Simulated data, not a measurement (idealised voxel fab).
This is a process module. Its name is voxel capacitor over wiring.
We display cut, a cross-section 265 nm in width whose square cells are each 5 nm.
Throughout this document, each cross-section is represented as a grid of square cells and is presented as a sequence of bands enumerated from the top downward, where a band comprises one or more rows of cells.
Heights first: top, then bottom, in nm. Then materials, left to right, each with a width in nm. "throughout" on a single material: fills the band edge to edge. "empty": empty space.
All heights in this document are referenced to 0, defined as the level beneath which the wafer, as received, consists entirely of one material. The lowest band is not bounded below; it extends indefinitely downward and is written in the form "top 0, no bottom".
Width: "30 to 40" (first number = top row, second number = bottom row, same change from row to row of cells).
Where a step carries "no alteration", the cross-section came out of it unchanged, cell for cell.
The label "Non-vented voids" introduces a list of the empty spaces, 8 cells or larger, that have no open way up to the top; each entry in it reads width x height at distance, where the distance is taken from the left edge and all three are stated in nm.
Note: text after step settings on the step line = simulator remark on that step.
A step's line can hold "overlay nm"; with a mask on that step, the setting says how far right of the planned place the mask lay, while a negative setting says it lay to the left.
plan
| 1 | RECEIVE (material Si) |
| 2 | CONFORMAL_DEP (material SiO2; thk nm 15) |
| 3 | CONFORMAL_DEP (material SiCN; thk nm 5) |
| 4 | DIRECTIONAL_DEP (material SiO2; thk nm 15) |
| 5 | MASKED_ETCH (tone open; mask id METAL_1; width nm 25; pitch nm 85; etch materials SiO2; depth nm 15; overlay nm 0) |
| 6 | MASKED_ETCH (tone open; mask id METAL_1; width nm 25; pitch nm 85; etch materials SiCN; depth nm 5; overlay nm 0) |
| 7 | CONFORMAL_DEP (material TiN; thk nm 5) |
| 8 | FILL_DEP (material Ru; thk nm 10) |
| 9 | CMP (height nm 35) |
| 10 | EPI (material Ru; thk nm 5) |
| 11 | FILL_DEP (material SiCN; thk nm 5) |
| 12 | DIRECTIONAL_DEP (material SiO2; thk nm 10) |
| 13 | PATTERN (tone open; mask id PLUG_1; material resist; width nm 15; thk nm 20; overlay nm 0) |
| 14 | DIRECTIONAL_ETCH (etch materials SiO2; depth nm 10) |
| 15 | DIRECTIONAL_ETCH (etch materials SiCN; depth nm 5) |
| 16 | STRIP (etch materials resist) |
| 17 | CONFORMAL_DEP (material TiN; thk nm 5) |
| 18 | FILL_DEP (material Ru; thk nm 5) |
| 19 | CMP (height nm 55) |
| 20 | DIRECTIONAL_DEP (material TiN; thk nm 10) |
| 21 | DIRECTIONAL_DEP (material SiN; thk nm 5) |
| 22 | DIRECTIONAL_DEP (material TiN; thk nm 10) |
| 23 | DIRECTIONAL_DEP (material aC; thk nm 15) |
| 24 | PATTERN (tone cover; mask id UPPER_PLATE; material resist; width nm 65; thk nm 30; overlay nm 0) |
| 25 | DIRECTIONAL_ETCH (etch materials aC; depth nm 15) |
| 26 | STRIP (etch materials resist) |
| 27 | DIRECTIONAL_ETCH (etch materials TiN; depth nm 10) |
| 28 | DIRECTIONAL_ETCH (etch materials SiN; depth nm 5) |
| 29 | STRIP (etch materials aC) |
| 30 | DIRECTIONAL_DEP (material aC; thk nm 10) |
| 31 | PATTERN (tone cover; mask id LOWER_PLATE; material resist; width nm 75; thk nm 30; overlay nm 0) |
| 32 | DIRECTIONAL_ETCH (etch materials aC; depth nm 10) |
| 33 | STRIP (etch materials resist) |
| 34 | DIRECTIONAL_ETCH (etch materials TiN; depth nm 10) |
| 35 | STRIP (etch materials aC) |
| 36 | FILL_DEP (material SiO2; thk nm 15) |
| 37 | CMP (height nm 90) |
| 38 | MASKED_ETCH (tone open; mask id PLUG_2; width nm 15; etch materials SiO2; depth nm 10; overlay nm 0) |
| 39 | CONFORMAL_DEP (material TiN; thk nm 5) |
| 40 | FILL_DEP (material Ru; thk nm 10) |
| 41 | CMP (height nm 90) |
| 42 | CONFORMAL_DEP (material SiCN; thk nm 5) |
First wafer out of two, processed as planned
The cross-section here shows the wafer as received, i.e. in its state after step 1
> top 0, no bottom: Si throughout
> Non-vented voids: none
Wafer after step 2 (cross-section)
> top 15, bottom 0: SiO2 throughout
> At heights below 0, the structure remains unaltered.
Wafer after step 3 (cross-section)
> top 20, bottom 15: SiCN throughout
> At heights below 15, the structure remains unaltered.
Wafer after step 4 (cross-section)
> top 35, bottom 20: SiO2 throughout
> At heights below 20, the structure remains unaltered.
Wafer after step 5 (cross-section)
> top 35, bottom 20: SiO2 75 nm, then empty 25 nm, then SiO2 60 nm, then empty 25 nm, then SiO2 80 nm
> At heights below 20, the structure remains unaltered.
Wafer after step 6 (cross-section)
> top 35, bottom 20: SiO2 75 nm, then empty 25 nm, then SiO2 60 nm, then empty 25 nm, then SiO2 80 nm
> top 20, bottom 15: SiCN 75 nm, then empty 25 nm, then SiCN 60 nm, then empty 25 nm, then SiCN 80 nm
> At heights below 15, the structure remains unaltered.
Wafer after step 7 (cross-section)
> top 40, bottom 35: TiN 80 nm, then empty 15 nm, then TiN 70 nm, then empty 15 nm, then TiN 85 nm
> top 35, bottom 20: SiO2 75 nm, then TiN 5 nm, then empty 15 nm, then TiN 5 nm, then SiO2 60 nm, then TiN 5 nm, then empty 15 nm, then TiN 5 nm, then SiO2 80 nm
> top 20, bottom 15: SiCN 75 nm, then TiN 25 nm, then SiCN 60 nm, then TiN 25 nm, then SiCN 80 nm
> At heights below 15, the structure remains unaltered.
Wafer after step 8 (cross-section)
> top 50, bottom 40: Ru throughout
> top 40, bottom 35: TiN 80 nm, then Ru 15 nm, then TiN 70 nm, then Ru 15 nm, then TiN 85 nm
> top 35, bottom 20: SiO2 75 nm, then TiN 5 nm, then Ru 15 nm, then TiN 5 nm, then SiO2 60 nm, then TiN 5 nm, then Ru 15 nm, then TiN 5 nm, then SiO2 80 nm
> At heights below 20, the structure remains unaltered.
Wafer after step 9 (cross-section)
> top 35, bottom 20: SiO2 75 nm, then TiN 5 nm, then Ru 15 nm, then TiN 5 nm, then SiO2 60 nm, then TiN 5 nm, then Ru 15 nm, then TiN 5 nm, then SiO2 80 nm
> At heights below 20, the structure remains unaltered.
Wafer after step 10 (cross-section)
> top 40, bottom 35: empty 70 nm, then Ru 35 nm, then empty 50 nm, then Ru 35 nm, then empty 75 nm
> At heights below 35, the structure remains unaltered.
Wafer after step 11 (cross-section)
> top 45, bottom 40: SiCN throughout
> top 40, bottom 35: SiCN 70 nm, then Ru 35 nm, then SiCN 50 nm, then Ru 35 nm, then SiCN 75 nm
> At heights below 35, the structure remains unaltered.
Wafer after step 12 (cross-section)
> top 55, bottom 45: SiO2 throughout
> At heights below 45, the structure remains unaltered.
Wafer after step 13 (cross-section)
> top 75, bottom 55: resist 85 nm, then empty 15 nm, then resist 165 nm
> At heights below 55, the structure remains unaltered.
Wafer after step 14 (cross-section)
> top 75, bottom 55: resist 85 nm, then empty 15 nm, then resist 165 nm
> top 55, bottom 45: SiO2 85 nm, then empty 15 nm, then SiO2 165 nm
> At heights below 45, the structure remains unaltered.
Wafer after step 15 (cross-section)
> top 75, bottom 55: resist 85 nm, then empty 15 nm, then resist 165 nm
> top 55, bottom 45: SiO2 85 nm, then empty 15 nm, then SiO2 165 nm
> top 45, bottom 40: SiCN 85 nm, then empty 15 nm, then SiCN 165 nm
> At heights below 40, the structure remains unaltered.
Wafer after step 16 (cross-section)
> top 55, bottom 45: SiO2 85 nm, then empty 15 nm, then SiO2 165 nm
> At heights below 45, the structure remains unaltered.
Wafer after step 17 (cross-section)
> top 60, bottom 55: TiN 90 nm, then empty 5 nm, then TiN 170 nm
> top 55, bottom 45: SiO2 85 nm, then TiN 5 nm, then empty 5 nm, then TiN 5 nm, then SiO2 165 nm
> top 45, bottom 40: SiCN 85 nm, then TiN 15 nm, then SiCN 165 nm
> At heights below 40, the structure remains unaltered.
Wafer after step 18 (cross-section)
> top 65, bottom 60: Ru throughout
> top 60, bottom 55: TiN 90 nm, then Ru 5 nm, then TiN 170 nm
> top 55, bottom 45: SiO2 85 nm, then TiN 5 nm, then Ru 5 nm, then TiN 5 nm, then SiO2 165 nm
> At heights below 45, the structure remains unaltered.
Wafer after step 19 (cross-section)
> top 55, bottom 45: SiO2 85 nm, then TiN 5 nm, then Ru 5 nm, then TiN 5 nm, then SiO2 165 nm
> At heights below 45, the structure remains unaltered.
Wafer after step 20 (cross-section)
> top 65, bottom 55: TiN throughout
> At heights below 55, the structure remains unaltered.
Wafer after step 21 (cross-section)
> top 70, bottom 65: SiN throughout
> At heights below 65, the structure remains unaltered.
Wafer after step 22 (cross-section)
> top 80, bottom 70: TiN throughout
> At heights below 70, the structure remains unaltered.
Wafer after step 23 (cross-section)
> top 95, bottom 80: aC throughout
> At heights below 80, the structure remains unaltered.
Wafer after step 24 (cross-section)
> top 125, bottom 95: empty 85 nm, then resist 65 nm, then empty 115 nm
> At heights below 95, the structure remains unaltered.
Wafer after step 25 (cross-section)
> top 110, bottom 95: empty 85 nm, then resist 65 nm, then empty 115 nm
> top 95, bottom 80: empty 85 nm, then aC 65 nm, then empty 115 nm
> At heights below 80, the structure remains unaltered.
Wafer after step 26 (cross-section)
> top 95, bottom 80: empty 85 nm, then aC 65 nm, then empty 115 nm
> At heights below 80, the structure remains unaltered.
Wafer after step 27 (cross-section)
> top 95, bottom 80: empty 85 nm, then aC 65 nm, then empty 115 nm
> top 80, bottom 70: empty 85 nm, then TiN 65 nm, then empty 115 nm
> At heights below 70, the structure remains unaltered.
Wafer after step 28 (cross-section)
> top 95, bottom 80: empty 85 nm, then aC 65 nm, then empty 115 nm
> top 80, bottom 70: empty 85 nm, then TiN 65 nm, then empty 115 nm
> top 70, bottom 65: empty 85 nm, then SiN 65 nm, then empty 115 nm
> At heights below 65, the structure remains unaltered.
Wafer after step 29 (cross-section)
> top 80, bottom 70: empty 85 nm, then TiN 65 nm, then empty 115 nm
> At heights below 70, the structure remains unaltered.
Wafer after step 30 (cross-section)
> top 90, bottom 80: empty 85 nm, then aC 65 nm, then empty 115 nm
> top 80, bottom 75: empty 85 nm, then TiN 65 nm, then empty 115 nm
> top 75, bottom 70: aC 85 nm, then TiN 65 nm, then aC 115 nm
> top 70, bottom 65: aC 85 nm, then SiN 65 nm, then aC 115 nm
> At heights below 65, the structure remains unaltered.
Wafer after step 31 (cross-section)
> top 120, bottom 90: empty 80 nm, then resist 75 nm, then empty 110 nm
> top 90, bottom 80: empty 80 nm, then resist 5 nm, then aC 65 nm, then resist 5 nm, then empty 110 nm
> top 80, bottom 75: empty 80 nm, then resist 5 nm, then TiN 65 nm, then resist 5 nm, then empty 110 nm
> At heights below 75, the structure remains unaltered.
Wafer after step 32 (cross-section)
> top 110, bottom 90: empty 80 nm, then resist 75 nm, then empty 110 nm
> top 90, bottom 80: empty 80 nm, then resist 5 nm, then aC 65 nm, then resist 5 nm, then empty 110 nm
> top 80, bottom 75: empty 80 nm, then resist 5 nm, then TiN 65 nm, then resist 5 nm, then empty 110 nm
> top 75, bottom 70: empty 80 nm, then aC 5 nm, then TiN 65 nm, then aC 5 nm, then empty 110 nm
> top 70, bottom 65: empty 80 nm, then aC 5 nm, then SiN 65 nm, then aC 5 nm, then empty 110 nm
> At heights below 65, the structure remains unaltered.
Wafer after step 33 (cross-section)
> top 90, bottom 80: empty 85 nm, then aC 65 nm, then empty 115 nm
> top 80, bottom 75: empty 85 nm, then TiN 65 nm, then empty 115 nm
> At heights below 75, the structure remains unaltered.
Wafer after step 34 (cross-section)
> top 90, bottom 80: empty 85 nm, then aC 65 nm, then empty 115 nm
> top 80, bottom 75: empty 85 nm, then TiN 65 nm, then empty 115 nm
> top 75, bottom 70: empty 80 nm, then aC 5 nm, then TiN 65 nm, then aC 5 nm, then empty 110 nm
> top 70, bottom 65: empty 80 nm, then aC 5 nm, then SiN 65 nm, then aC 5 nm, then empty 110 nm
> top 65, bottom 55: empty 80 nm, then TiN 75 nm, then empty 110 nm
> At heights below 55, the structure remains unaltered.
Wafer after step 35 (cross-section)
> top 80, bottom 70: empty 85 nm, then TiN 65 nm, then empty 115 nm
> top 70, bottom 65: empty 85 nm, then SiN 65 nm, then empty 115 nm
> At heights below 65, the structure remains unaltered.
Wafer after step 36 (cross-section)
> top 95, bottom 80: SiO2 throughout
> top 80, bottom 70: SiO2 85 nm, then TiN 65 nm, then SiO2 115 nm
> top 70, bottom 65: SiO2 85 nm, then SiN 65 nm, then SiO2 115 nm
> top 65, bottom 55: SiO2 80 nm, then TiN 75 nm, then SiO2 110 nm
> At heights below 55, the structure remains unaltered.
Wafer after step 37 (cross-section)
> top 90, bottom 80: SiO2 throughout
> At heights below 80, the structure remains unaltered.
Wafer after step 38 (cross-section)
> top 90, bottom 80: SiO2 95 nm, then empty 15 nm, then SiO2 155 nm
> At heights below 80, the structure remains unaltered.
Wafer after step 39 (cross-section)
> top 95, bottom 90: TiN 100 nm, then empty 5 nm, then TiN 160 nm
> top 90, bottom 85: SiO2 95 nm, then TiN 5 nm, then empty 5 nm, then TiN 5 nm, then SiO2 155 nm
> top 85, bottom 80: SiO2 95 nm, then TiN 15 nm, then SiO2 155 nm
> At heights below 80, the structure remains unaltered.
Wafer after step 40 (cross-section)
> top 105, bottom 95: Ru throughout
> top 95, bottom 90: TiN 100 nm, then Ru 5 nm, then TiN 160 nm
> top 90, bottom 85: SiO2 95 nm, then TiN 5 nm, then Ru 5 nm, then TiN 5 nm, then SiO2 155 nm
> At heights below 85, the structure remains unaltered.
Wafer after step 41 (cross-section)
> top 90, bottom 85: SiO2 95 nm, then TiN 5 nm, then Ru 5 nm, then TiN 5 nm, then SiO2 155 nm
> At heights below 85, the structure remains unaltered.
Wafer after step 42 (cross-section)
> top 95, bottom 90: SiCN throughout
> At heights below 90, the structure remains unaltered.
Second wafer: same start and same plan as the first, one execution error; identical to the first through step 19
when step 20 should have ended
> top 65, bottom 55: SiO2 throughout
> At heights below 55, the structure remains unaltered.
when step 21 should have ended
> top 70, bottom 65: SiN throughout
> At heights below 65, the structure remains unaltered.
when step 22 should have ended
> top 80, bottom 70: TiN throughout
> At heights below 70, the structure remains unaltered.
when step 23 should have ended
> top 95, bottom 80: aC throughout
> At heights below 80, the structure remains unaltered.
when step 24 should have ended
> top 125, bottom 95: empty 85 nm, then resist 65 nm, then empty 115 nm
> At heights below 95, the structure remains unaltered.
when step 25 should have ended
> top 110, bottom 95: empty 85 nm, then resist 65 nm, then empty 115 nm
> top 95, bottom 80: empty 85 nm, then aC 65 nm, then empty 115 nm
> At heights below 80, the structure remains unaltered.
when step 26 should have ended
> top 95, bottom 80: empty 85 nm, then aC 65 nm, then empty 115 nm
> At heights below 80, the structure remains unaltered.
when step 27 should have ended
> top 95, bottom 80: empty 85 nm, then aC 65 nm, then empty 115 nm
> top 80, bottom 70: empty 85 nm, then TiN 65 nm, then empty 115 nm
> At heights below 70, the structure remains unaltered.
when step 28 should have ended
> top 95, bottom 80: empty 85 nm, then aC 65 nm, then empty 115 nm
> top 80, bottom 70: empty 85 nm, then TiN 65 nm, then empty 115 nm
> top 70, bottom 65: empty 85 nm, then SiN 65 nm, then empty 115 nm
> At heights below 65, the structure remains unaltered.
when step 29 should have ended
> top 80, bottom 70: empty 85 nm, then TiN 65 nm, then empty 115 nm
> At heights below 70, the structure remains unaltered.
when step 30 should have ended
> top 90, bottom 80: empty 85 nm, then aC 65 nm, then empty 115 nm
> top 80, bottom 75: empty 85 nm, then TiN 65 nm, then empty 115 nm
> top 75, bottom 70: aC 85 nm, then TiN 65 nm, then aC 115 nm
> top 70, bottom 65: aC 85 nm, then SiN 65 nm, then aC 115 nm
> At heights below 65, the structure remains unaltered.
when step 31 should have ended
> top 120, bottom 90: empty 80 nm, then resist 75 nm, then empty 110 nm
> top 90, bottom 80: empty 80 nm, then resist 5 nm, then aC 65 nm, then resist 5 nm, then empty 110 nm
> top 80, bottom 75: empty 80 nm, then resist 5 nm, then TiN 65 nm, then resist 5 nm, then empty 110 nm
> At heights below 75, the structure remains unaltered.
when step 32 should have ended
> top 110, bottom 90: empty 80 nm, then resist 75 nm, then empty 110 nm
> top 90, bottom 80: empty 80 nm, then resist 5 nm, then aC 65 nm, then resist 5 nm, then empty 110 nm
> top 80, bottom 75: empty 80 nm, then resist 5 nm, then TiN 65 nm, then resist 5 nm, then empty 110 nm
> top 75, bottom 70: empty 80 nm, then aC 5 nm, then TiN 65 nm, then aC 5 nm, then empty 110 nm
> top 70, bottom 65: empty 80 nm, then aC 5 nm, then SiN 65 nm, then aC 5 nm, then empty 110 nm
> At heights below 65, the structure remains unaltered.
when step 33 should have ended
> top 90, bottom 80: empty 85 nm, then aC 65 nm, then empty 115 nm
> top 80, bottom 75: empty 85 nm, then TiN 65 nm, then empty 115 nm
> At heights below 75, the structure remains unaltered.
when step 34 should have ended: no alteration
when step 35 should have ended
> top 80, bottom 70: empty 85 nm, then TiN 65 nm, then empty 115 nm
> top 70, bottom 65: empty 85 nm, then SiN 65 nm, then empty 115 nm
> At heights below 65, the structure remains unaltered.
when step 36 should have ended
> top 95, bottom 80: SiO2 throughout
> top 80, bottom 70: SiO2 85 nm, then TiN 65 nm, then SiO2 115 nm
> top 70, bottom 65: SiO2 85 nm, then SiN 65 nm, then SiO2 115 nm
> At heights below 65, the structure remains unaltered.
when step 37 should have ended
> top 90, bottom 80: SiO2 throughout
> At heights below 80, the structure remains unaltered.
when step 38 should have ended
> top 90, bottom 80: SiO2 95 nm, then empty 15 nm, then SiO2 155 nm
> At heights below 80, the structure remains unaltered.
when step 39 should have ended
> top 95, bottom 90: TiN 100 nm, then empty 5 nm, then TiN 160 nm
> top 90, bottom 85: SiO2 95 nm, then TiN 5 nm, then empty 5 nm, then TiN 5 nm, then SiO2 155 nm
> top 85, bottom 80: SiO2 95 nm, then TiN 15 nm, then SiO2 155 nm
> At heights below 80, the structure remains unaltered.
when step 40 should have ended
> top 105, bottom 95: Ru throughout
> top 95, bottom 90: TiN 100 nm, then Ru 5 nm, then TiN 160 nm
> top 90, bottom 85: SiO2 95 nm, then TiN 5 nm, then Ru 5 nm, then TiN 5 nm, then SiO2 155 nm
> At heights below 85, the structure remains unaltered.
when step 41 should have ended
> top 90, bottom 85: SiO2 95 nm, then TiN 5 nm, then Ru 5 nm, then TiN 5 nm, then SiO2 155 nm
> At heights below 85, the structure remains unaltered.
when step 42 should have ended
> top 95, bottom 90: SiCN throughout
> At heights below 90, the structure remains unaltered.
Finding, execution versus plan: step 20 ran as: DIRECTIONAL_DEP (material SiO2; thk nm 10)
Count the cells at the end and the second wafer has more or fewer of some materials than the first: 30 more of SiO2 | 30 fewer of TiN
